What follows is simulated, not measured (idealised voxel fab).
This is a process module. Its name is voxel quadruple lines.
Square cell edge 5 nm, section width 150 nm, ID cut.
Cross-section = grid of square cells, listed top down in bands; band = one or more rows.
First you get the band's top height and its bottom height, in nm, and then the materials it's made of, left to right, with each width in nm. If you see a single material with "edge to edge", that one covers the band edge to edge. "air" is empty space.
Heads up on the height convention: 0 is the point under which the incoming wafer is all one material, and the lowest band has no bottom, it just keeps going down, like "0..down".
The two numbers in a width such as "30..40" mark its ends across the band: the first belongs to the top row of cells, the second to the bottom row, and from each row to the next the width moves by the same amount.
Where a step carries "everything unchanged", the cross-section came out of it unchanged, cell for cell.
The entry "Sealed void listing" lists the empty spaces that cover at least 8 cells and have no open path to the top. Each is written as width x height at distance, where the distance is measured from the left edge and all three values are in nm.
Formally, on a step line, whatever follows the settings is a remark that the simulator itself makes on the step.
Steps that use a mask can have "overlay nm" on their line. It says how far the mask sat to the right of where it was meant to be. Negative means to the left.
The steps planned for the process are as follows
1) RECEIVE, material Si
2) CONFORMAL_DEP, material Al2O3, thk nm 10
3) DIRECTIONAL_DEP, material W, thk nm 10
4) DIRECTIONAL_DEP, material polySi, thk nm 20
5) DIRECTIONAL_DEP, material aC, thk nm 20
6) PATTERN, tone cover, mask id MANDREL, material resist, width nm 30, thk nm 30, overlay nm -15
7) DIRECTIONAL_ETCH, etch materials aC, depth nm 20
8) STRIP, etch materials resist
9) CONFORMAL_DEP, material SiO2, thk nm 10
10) DIRECTIONAL_ETCH, etch materials SiO2, depth nm 10
11) STRIP, etch materials aC
12) DIRECTIONAL_ETCH, etch materials polySi, depth nm 20
13) STRIP, etch materials SiO2
14) CONFORMAL_DEP, material SiCN, thk nm 10
15) DIRECTIONAL_ETCH, etch materials SiCN, depth nm 10
16) STRIP, etch materials polySi
17) DIRECTIONAL_ETCH, etch materials W, depth nm 10
18) STRIP, etch materials SiCN
The plan shows the overlay nm of step 6 as the first wafer had it; this setting differs between the wafers, which start out alike.
Cross-section of the first of several wafers as received (after step 1)
0..down  Si edge to edge
Sealed void listing: none
The first of several wafers, seen in cross-section after the module's last step, step 18
20..10  air 25, W 10, air 10, W 10, air 10, W 10, air 10, W 10, air 55
10..0  Al2O3 edge to edge
0..down  Si edge to edge
Sealed void listing: none
Cross-section, module end, final of several wafers
20..10  air 55, W 10, air 10, W 10, air 10, W 10, air 10, W 10, air 25
10..0  Al2O3 edge to edge
0..down  Si edge to edge
Sealed void listing: none
Where each wafer stands at the end of the module, a row apiece: cells of each material gained (+) or lost (-) since it was received, then closed voids
overlay nm -15 | +60 Al2O3 | +16 W | Sealed void listing: none
overlay nm -10 | +60 Al2O3 | +16 W | Sealed void listing: none
overlay nm -5 | +60 Al2O3 | +16 W | Sealed void listing: none
overlay nm 0 | +60 Al2O3 | +16 W | Sealed void listing: none
overlay nm 5 | +60 Al2O3 | +16 W | Sealed void listing: none
overlay nm 10 | +60 Al2O3 | +16 W | Sealed void listing: none
overlay nm 15 | +60 Al2O3 | +16 W | Sealed void listing: none
